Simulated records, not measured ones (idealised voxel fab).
This is a process module. Its name is voxel gate over fins.
cross-section cut | 255 nm wide | cells 5 nm
Bands, listed from the top down, are how a cross-section gets written in this document; the cross-section itself is a grid of square cells, and a band is one or more rows of them. Top, bottom (nm), then materials left to right with widths (nm); lone material tagged "everywhere" fills the whole band edge to edge; "air" = empty space. For the purposes of this specification, 0 denotes the height below which the wafer in its as-received condition is composed wholly of one material, and the lowermost band, lacking a lower limit, extends downward without end, as expressed in "0 -> down". Read "30..40" as a graded width: first number on top, second number at the bottom, same change between each pair of neighbouring rows. It should be understood that the words "nothing changed", when stated for a given step, signify that the cross-section underwent no change in any of its cells during that step. Any empty space of 8 cells or more lacking an open way to the top shows up in "Sealed void list" as width x height at distance, distance from the left edge, in nm. If you see something after the settings on a step's line, that's the simulator's own remark about that step. You can add "overlay nm" to a step's line. For a step with a mask, it describes how far the mask lay to the right of its planned position, and a negative number describes a lay to the left.

The process steps that were planned are listed below
1. op RECEIVE | material Si
2. op CONFORMAL_DEP | material SiN | thk nm 10
3. op MASKED_ETCH | tone cover | mask id FINS | width nm 15 | pitch nm 55 | etch materials SiN | depth nm 10 | overlay nm 0
4. op MASKED_ETCH | tone cover | mask id FINS | width nm 15 | pitch nm 55 | etch materials Si | depth nm 40 | overlay nm 0
5. op OXIDIZE | depth nm 5
6. op FILL_DEP | material SiO2 | thk nm 10
7. op CMP | height nm 10
8. op DIRECTIONAL_DEP | material aC | thk nm 10
9. op PATTERN | tone open | mask id RAIL | material resist | width nm 15 | thk nm 30 | overlay nm 0
10. op DIRECTIONAL_ETCH | etch materials aC | depth nm 10
11. op STRIP | etch materials resist
12. op DIRECTIONAL_ETCH | etch materials SiO2 | depth nm 45
13. op STRIP | etch materials aC
14. op CONFORMAL_DEP | material TiN | thk nm 5
15. op FILL_DEP | material W | thk nm 10
16. op CMP | height nm 10
17. op SELECTIVE_ETCH | etch materials W Ru TiN | depth nm 35
18. op FILL_DEP | material SiO2 | thk nm 5
19. op CMP | height nm 10
20. op SELECTIVE_ETCH | etch materials SiO2 | depth nm 25
21. op STRIP | etch materials SiN
22. op CONFORMAL_DEP | material HfO2 | thk nm 5
23. op CONFORMAL_DEP | material TiN | thk nm 5
24. op FILL_DEP | material W | thk nm 15
25. op CMP | height nm 20
26. op CONFORMAL_DEP | material SiCN | thk nm 10

As-received state of the wafer in cross-section, equivalent to post-step 1
	0 -> down | Si everywhere
	Sealed void list: none

First of two wafers at the end of the module, shown in cross-section; run carried out as planned
	30 -> 20 | SiCN everywhere
	20 -> 10 | W everywhere
	10 -> 5 | W 30 nm; TiN 25 nm; W 30 nm; TiN 25 nm; W 30 nm; TiN 25 nm; W 30 nm; TiN 25 nm; W 35 nm
	5 -> 0 | W 30 nm; TiN 5 nm; HfO2 15 nm; TiN 5 nm; W 30 nm; TiN 5 nm; HfO2 15 nm; TiN 5 nm; W 30 nm; TiN 5 nm; HfO2 15 nm; TiN 5 nm; W 30 nm; TiN 5 nm; HfO2 15 nm; TiN 5 nm; W 35 nm
	0 -> -5 | W 30 nm; TiN 5 nm; HfO2 5 nm; Si 5 nm; HfO2 5 nm; TiN 5 nm; W 30 nm; TiN 5 nm; HfO2 5 nm; Si 5 nm; HfO2 5 nm; TiN 5 nm; W 30 nm; TiN 5 nm; HfO2 5 nm; Si 5 nm; HfO2 5 nm; TiN 5 nm; W 30 nm; TiN 5 nm; HfO2 5 nm; Si 5 nm; HfO2 5 nm; TiN 5 nm; W 35 nm
	-5 -> -10 | TiN 35 nm; HfO2 5 nm; Si 5 nm; HfO2 5 nm; TiN 40 nm; HfO2 5 nm; Si 5 nm; HfO2 5 nm; TiN 40 nm; HfO2 5 nm; Si 5 nm; HfO2 5 nm; TiN 40 nm; HfO2 5 nm; Si 5 nm; HfO2 5 nm; TiN 40 nm
	-10 -> -15 | HfO2 40 nm; Si 5 nm; HfO2 50 nm; Si 5 nm; HfO2 50 nm; Si 5 nm; HfO2 50 nm; Si 5 nm; HfO2 45 nm
	-15 -> -25 | SiO2 40 nm; Si 5 nm; SiO2 50 nm; Si 5 nm; SiO2 50 nm; Si 5 nm; SiO2 50 nm; Si 5 nm; SiO2 45 nm
	-25 -> -30 | SiO2 40 nm; Si 5 nm; SiO2 15 nm; TiN 5 nm; W 5 nm; TiN 5 nm; SiO2 20 nm; Si 5 nm; SiO2 50 nm; Si 5 nm; SiO2 50 nm; Si 5 nm; SiO2 45 nm
	-30 -> -35 | SiO2 40 nm; Si 5 nm; SiO2 15 nm; TiN 15 nm; SiO2 20 nm; Si 5 nm; SiO2 50 nm; Si 5 nm; SiO2 50 nm; Si 5 nm; SiO2 45 nm
	-35 -> -45 | SiO2 40 nm; Si 5 nm; SiO2 50 nm; Si 5 nm; SiO2 50 nm; Si 5 nm; SiO2 50 nm; Si 5 nm; SiO2 45 nm
	-45 -> down | Si everywhere
	Sealed void list: none

Second wafer of the two, sectioned at the end of the module. It began like the first and followed the same plan, but one mistake was made while running it
	30 -> 20 | SiCN everywhere
	20 -> 10 | W everywhere
	10 -> 5 | W 30 nm; TiN 25 nm; W 30 nm; TiN 25 nm; W 30 nm; TiN 25 nm; W 30 nm; TiN 25 nm; W 35 nm
	5 -> 0 | W 30 nm; TiN 5 nm; HfO2 15 nm; TiN 5 nm; W 30 nm; TiN 5 nm; HfO2 15 nm; TiN 5 nm; W 30 nm; TiN 5 nm; HfO2 15 nm; TiN 5 nm; W 30 nm; TiN 5 nm; HfO2 15 nm; TiN 5 nm; W 35 nm
	0 -> -5 | W 30 nm; TiN 5 nm; HfO2 5 nm; Si 5 nm; HfO2 5 nm; TiN 5 nm; W 30 nm; TiN 5 nm; HfO2 5 nm; Si 5 nm; HfO2 5 nm; TiN 5 nm; W 30 nm; TiN 5 nm; HfO2 5 nm; Si 5 nm; HfO2 5 nm; TiN 5 nm; W 30 nm; TiN 5 nm; HfO2 5 nm; Si 5 nm; HfO2 5 nm; TiN 5 nm; W 35 nm
	-5 -> -10 | TiN 35 nm; HfO2 5 nm; Si 5 nm; HfO2 5 nm; TiN 40 nm; HfO2 5 nm; Si 5 nm; HfO2 5 nm; TiN 40 nm; HfO2 5 nm; Si 5 nm; HfO2 5 nm; TiN 40 nm; HfO2 5 nm; Si 5 nm; HfO2 5 nm; TiN 40 nm
	-10 -> -15 | HfO2 40 nm; Si 5 nm; HfO2 50 nm; Si 5 nm; HfO2 50 nm; Si 5 nm; HfO2 50 nm; Si 5 nm; HfO2 45 nm
	-15 -> -25 | SiO2 40 nm; Si 5 nm; SiO2 50 nm; Si 5 nm; SiO2 50 nm; Si 5 nm; SiO2 50 nm; Si 5 nm; SiO2 45 nm
	-25 -> -30 | SiO2 40 nm; Si 5 nm; SiO2 10 nm; TiN 5 nm; W 15 nm; TiN 5 nm; SiO2 15 nm; Si 5 nm; SiO2 50 nm; Si 5 nm; SiO2 50 nm; Si 5 nm; SiO2 45 nm
	-30 -> -35 | SiO2 40 nm; Si 5 nm; SiO2 10 nm; TiN 25 nm; SiO2 15 nm; Si 5 nm; SiO2 50 nm; Si 5 nm; SiO2 50 nm; Si 5 nm; SiO2 45 nm
	-35 -> -45 | SiO2 40 nm; Si 5 nm; SiO2 50 nm; Si 5 nm; SiO2 50 nm; Si 5 nm; SiO2 50 nm; Si 5 nm; SiO2 45 nm
	-45 -> down | Si everywhere
	Sealed void list: none
Finding, execution versus plan: heads up, step 9 didn't go per plan, it actually ran as op PATTERN | tone open | mask id RAIL | material resist | width nm 25 | thk nm 30 | overlay nm 0
Counted in cells at the end, the second wafer holds more or fewer of these materials than the first: 4 fewer of SiO2 | 2 more of TiN | 2 more of W
